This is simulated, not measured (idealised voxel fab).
The process module presented herein is designated voxel transistor to metal.
Section shown: cut. Width: 210 nm. Cell size: 5 nm, square.
Cross-section, as written here: a square-cell grid given band by band from the top down, where a band holds one or more rows of cells. Quick guide to a band line: top height, bottom height (nm) up front; then every material left to right with its width in nm. Only one material and it's marked "all across"? Then it fills the band edge to edge. And "air" just means empty space. Heights from 0 (as-received wafer is one material below). Bottom band endless downward, as "0..down". With a width like "30..40", each row of cells in the band differs from the next by the same amount, the top row carrying the first number and the bottom row the second. Given "nothing different" for a step, no cell of the cross-section differs between before and after that step. Empty spaces counting at least 8 cells and having no open way to the top are listed in "Sealed void list". The notation width x height at distance is used for each, the distance being from the left edge and all three values in nm. Note: text after step settings on the step line = simulator remark on that step. "overlay nm", when on a step's line for a step with a mask, measures how far to the right of its planned place the mask lay; a negative measure means to the left.
## Process steps foreseen in the plan
| 1 | RECEIVE: material Si |
| 2 | CONFORMAL_DEP: material SiO2, thk nm 5 |
| 3 | CONFORMAL_DEP: material SiN, thk nm 10 |
| 4 | MASKED_ETCH: tone cover, mask id ACTIVE, width nm 115, etch materials SiN, depth nm 10, overlay nm 0 |
| 5 | MASKED_ETCH: tone cover, mask id ACTIVE, width nm 115, etch materials SiO2, depth nm 5, overlay nm 0 |
| 6 | MASKED_ETCH: tone cover, mask id ACTIVE, width nm 115, etch materials Si, depth nm 35, overlay nm 0 |
| 7 | OXIDIZE: depth nm 5 |
| 8 | FILL_DEP: material SiO2, thk nm 15 |
| 9 | CMP: height nm 15 |
| 10 | SELECTIVE_ETCH: etch materials SiO2, depth nm 5 |
| 11 | STRIP: etch materials SiN |
| 12 | SELECTIVE_ETCH: etch materials SiO2, depth nm 5 |
| 13 | OXIDIZE: depth nm 5 |
| 14 | DIRECTIONAL_DEP: material polySi, thk nm 30 |
| 15 | DIRECTIONAL_DEP: material SiCN, thk nm 10 |
| 16 | PATTERN: tone cover, mask id GATE, material resist, width nm 25, thk nm 15, overlay nm 0 |
| 17 | DIRECTIONAL_ETCH: etch materials SiCN, depth nm 20 |
| 18 | DIRECTIONAL_ETCH: etch materials polySi, depth nm 40 |
| 19 | STRIP: etch materials resist |
| 20 | CONFORMAL_DEP: material SiN, thk nm 10 |
| 21 | DIRECTIONAL_ETCH: etch materials SiN, depth nm 10 |
| 22 | DIRECTIONAL_ETCH: etch materials SiO2, depth nm 5 |
| 23 | EPI: material nSi, thk nm 5 |
| 24 | FILL_DEP: material SiO2, thk nm 5 |
| 25 | CMP: height nm 40 |
| 26 | DIRECTIONAL_DEP: material SiO2, thk nm 10 |
| 27 | DIRECTIONAL_DEP: material aC, thk nm 10 |
| 28 | PATTERN: tone open, mask id CONTACT, material resist, width nm 20, pitch nm 75, thk nm 30, overlay nm 0 |
| 29 | DIRECTIONAL_ETCH: etch materials aC, depth nm 10 |
| 30 | STRIP: etch materials resist |
| 31 | DIRECTIONAL_ETCH: etch materials SiO2, depth nm 50 |
| 32 | STRIP: etch materials aC |
| 33 | CONFORMAL_DEP: material TiN, thk nm 5 |
| 34 | FILL_DEP: material Ru, thk nm 5 |
| 35 | CMP: height nm 50 |
| 36 | CONFORMAL_DEP: material SiCN, thk nm 5 |
| 37 | DIRECTIONAL_DEP: material lowk, thk nm 15 |
| 38 | PATTERN: tone open, mask id METAL_1, material resist, width nm 20, pitch nm 75, thk nm 20, overlay nm 0 |
| 39 | DIRECTIONAL_ETCH: etch materials lowk, depth nm 15 |
| 40 | DIRECTIONAL_ETCH: etch materials SiCN, depth nm 5 |
| 41 | STRIP: etch materials resist |
| 42 | CONFORMAL_DEP: material TiN, thk nm 5 |
| 43 | FILL_DEP: material W, thk nm 5 |
| 44 | CMP: height nm 70 |
| 45 | CONFORMAL_DEP: material SiN, thk nm 5 |
## As received (post step 1): cross-section
	0..down = Si all across
	Sealed void list: none
## The following cross-section depicts the wafer upon conclusion of the module. Processing commenced from the starting condition illustrated above and adhered to the plan illustrated above, save for one mistake in execution
	85..70 = SiN all across
	70..55 = lowk 55 nm | TiN 5 nm | W 10 nm | TiN 5 nm | lowk 55 nm | TiN 5 nm | W 10 nm | TiN 5 nm | lowk 60 nm
	55..50 = SiCN 55 nm | TiN 20 nm | SiCN 55 nm | TiN 20 nm | SiCN 60 nm
	50..40 = SiO2 55 nm | TiN 5 nm | Ru 10 nm | TiN 5 nm | SiO2 55 nm | TiN 5 nm | Ru 10 nm | TiN 5 nm | SiO2 60 nm
	40..30 = SiO2 55 nm | TiN 5 nm | Ru 10 nm | TiN 5 nm | SiO2 5 nm | SiN 10 nm | SiCN 25 nm | SiN 10 nm | SiO2 5 nm | TiN 5 nm | Ru 10 nm | TiN 5 nm | SiO2 60 nm
	30..5 = SiO2 55 nm | TiN 5 nm | Ru 10 nm | TiN 5 nm | SiO2 5 nm | SiN 10 nm | polySi 25 nm | SiN 10 nm | SiO2 5 nm | TiN 5 nm | Ru 10 nm | TiN 5 nm | SiO2 60 nm
	5..0 = SiO2 40 nm | SiN 10 nm | SiO2 5 nm | TiN 20 nm | SiO2 5 nm | SiN 10 nm | polySi 25 nm | SiN 10 nm | SiO2 5 nm | TiN 20 nm | SiO2 5 nm | SiN 10 nm | SiO2 45 nm
	0..-5 = SiO2 50 nm | nSi 30 nm | SiO2 45 nm | nSi 30 nm | SiO2 55 nm
	-5..-40 = SiO2 50 nm | Si 105 nm | SiO2 55 nm
	-40..down = Si all across
	Sealed void list: none
Want to know what went wrong? the process deviated at step 45: the operation and settings actually run there were CONFORMAL_DEP: material SiN, thk nm 15
